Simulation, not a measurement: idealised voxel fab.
Herein follows the process module entitled voxel transistor to metal.
The cross-section on display is named cut; it measures 290 nm wide, and its cells are 5 nm squares.
Cross-section layout: square cells on a grid; listed as bands, top to bottom; a band spans one or more cell rows.
Top height, bottom height, nm. Materials left to right, width each, nm. Single material + "all across" = fills band edge to edge. "blank" = empty.
Convention: height 0 is the level below which the wafer, as received, is all one material. The lowest band does not terminate at the bottom but continues downward, represented as "0 down".
The notation "30..40" denotes a width that varies across the rows of cells in the band, beginning at the first number in the top row, finishing at the second number in the bottom row, and changing by an identical amount from each row to the next.
No cell of the cross-section changed in a step that is given as "left unchanged".
Closed-off voids of 8+ cells (no open route to the top) go in "Sealed internal cavities", written width x height at distance from the left edge, in nm.
On a step's line, text after the settings is the simulator commenting on that step.
On any step carrying a mask, the "overlay nm" setting, if present on the step's line, tells how far right of its planned place the mask lay; negative values point to the left.
[Listed below are the process steps as planned]
1 RECEIVE with material Si
2 OXIDIZE with depth nm 5
3 CONFORMAL_DEP with material SiN, thk nm 10
4 PATTERN with tone cover, mask id ACTIVE, material resist, width nm 115, pitch nm 140, thk nm 15, overlay nm 0
5 DIRECTIONAL_ETCH with etch materials SiN, depth nm 10
6 DIRECTIONAL_ETCH with etch materials SiO2, depth nm 5
7 DIRECTIONAL_ETCH with etch materials Si, depth nm 35
8 STRIP with etch materials resist
9 FILL_DEP with material SiO2, thk nm 10
10 CMP with height nm 10
11 SELECTIVE_ETCH with etch materials SiO2, depth nm 10
12 STRIP with etch materials SiN
13 SELECTIVE_ETCH with etch materials SiO2, depth nm 5
14 OXIDIZE with depth nm 5
15 DIRECTIONAL_DEP with material polySi, thk nm 20
16 DIRECTIONAL_DEP with material SiCN, thk nm 15
17 PATTERN with tone cover, mask id GATE, material resist, width nm 25, pitch nm 140, thk nm 15, overlay nm 0
18 DIRECTIONAL_ETCH with etch materials SiCN, depth nm 25
19 DIRECTIONAL_ETCH with etch materials polySi, depth nm 30
20 STRIP with etch materials resist
21 CONFORMAL_DEP with material SiN, thk nm 5
22 DIRECTIONAL_ETCH with etch materials SiN, depth nm 5
23 DIRECTIONAL_ETCH with etch materials SiO2, depth nm 5
24 DIRECTIONAL_ETCH with etch materials Si, depth nm 15
25 EPI with material nSi, thk nm 20
26 FILL_DEP with material SiO2, thk nm 10
27 CMP with height nm 15
28 STRIP with etch materials polySi
29 SELECTIVE_ETCH with etch materials SiO2, depth nm 5
30 CONFORMAL_DEP with material HfO2, thk nm 5
31 CONFORMAL_DEP with material TiN, thk nm 5
32 FILL_DEP with material W, thk nm 10
33 CMP with height nm 10
34 DIRECTIONAL_DEP with material SiO2, thk nm 15
35 MASKED_ETCH with tone open, mask id CONTACT, width nm 15, etch materials SiO2, depth nm 30, overlay nm 0
36 CONFORMAL_DEP with material TiN, thk nm 5
37 FILL_DEP with material Ru, thk nm 5
38 CMP with height nm 25
39 CONFORMAL_DEP with material SiN, thk nm 5
40 DIRECTIONAL_DEP with material SiO2, thk nm 20
41 DIRECTIONAL_DEP with material aC, thk nm 10
42 PATTERN with tone open, mask id METAL_1, material resist, width nm 15, thk nm 30, overlay nm 0
43 DIRECTIONAL_ETCH with etch materials aC, depth nm 10
44 STRIP with etch materials resist
45 DIRECTIONAL_ETCH with etch materials SiO2, depth nm 20
46 DIRECTIONAL_ETCH with etch materials SiN, depth nm 5
47 STRIP with etch materials aC
48 CONFORMAL_DEP with material TiN, thk nm 5
49 FILL_DEP with material Cu, thk nm 5
50 CMP with height nm 50
51 EPI with material Ru, thk nm 5
52 FILL_DEP with material SiCN, thk nm 5
[As-received wafer cross-section (after step 1)]
* 0 down  Si all across
* Sealed internal cavities: none
[What the wafer looks like in cross-section after this module, when it starts as shown above and follows the plan above but one mistake is made in running it]
* 60 to 55  SiCN all across
* 55 to 50  SiCN=20, Ru=25, SiCN=55, Ru=25, SiCN=35, Ru=25, SiCN=55, Ru=25, SiCN=25
* 50 to 30  SiO2=25, TiN=5, Cu=5, TiN=5, SiO2=65, TiN=5, Cu=5, TiN=5, SiO2=45, TiN=5, Cu=5, TiN=5, SiO2=65, TiN=5, Cu=5, TiN=5, SiO2=30
* 30 to 25  SiN=25, TiN=15, SiN=65, TiN=15, SiN=45, TiN=15, SiN=65, TiN=15, SiN=30
* 25 to 15  SiO2=25, TiN=5, Ru=5, TiN=5, SiO2=65, TiN=5, Ru=5, TiN=5, SiO2=45, TiN=5, Ru=5, TiN=5, SiO2=65, TiN=5, Ru=5, TiN=5, SiO2=30
* 15 to 10  SiO2=25, TiN=15, SiO2=65, TiN=15, SiO2=45, TiN=15, SiO2=65, TiN=15, SiO2=30
* 10 to 0  SiO2=25, TiN=10, nSi=20, SiN=5, HfO2=5, TiN=5, W=5, TiN=5, HfO2=5, SiN=5, nSi=20, TiN=10, SiO2=45, TiN=10, nSi=20, SiN=5, HfO2=5, TiN=5, W=5, TiN=5, HfO2=5, SiN=5, nSi=20, TiN=10, SiO2=30
* 0 to -5  SiO2=10, nSi=45, SiN=5, HfO2=5, TiN=15, HfO2=5, SiN=5, nSi=45, SiO2=15, nSi=45, SiN=5, HfO2=5, TiN=15, HfO2=5, SiN=5, nSi=45, SiO2=15
* -5 to -10  SiO2=10, SiN=5, nSi=40, HfO2=35, nSi=40, SiN=5, SiO2=15, SiN=5, nSi=40, HfO2=35, nSi=40, SiN=5, SiO2=5, SiN=5, SiO2=5
* -10 to -15  SiO2=10, SiN=5, SiO2=5, nSi=35, Si=35, nSi=35, SiO2=5, SiN=5, SiO2=15, SiN=5, SiO2=5, nSi=35, Si=35, nSi=35, SiO2=5, SiN=5, SiO2=5, SiN=5, SiO2=5
* -15 to -20  SiO2=20, nSi=35, Si=35, nSi=35, SiO2=35, nSi=35, Si=35, nSi=35, SiO2=25
* -20 to -25  SiO2=15, Si=5, nSi=35, Si=35, nSi=35, Si=5, SiO2=25, Si=5, nSi=35, Si=35, nSi=35, Si=5, SiO2=20
* -25 to -40  SiO2=15, Si=115, SiO2=25, Si=115, SiO2=20
* -40 down  Si all across
* Sealed internal cavities: none
In executing the process, a mistake was made relative to the plan: steps 11 and 12 of the plan were run in the wrong order, each in the other's place
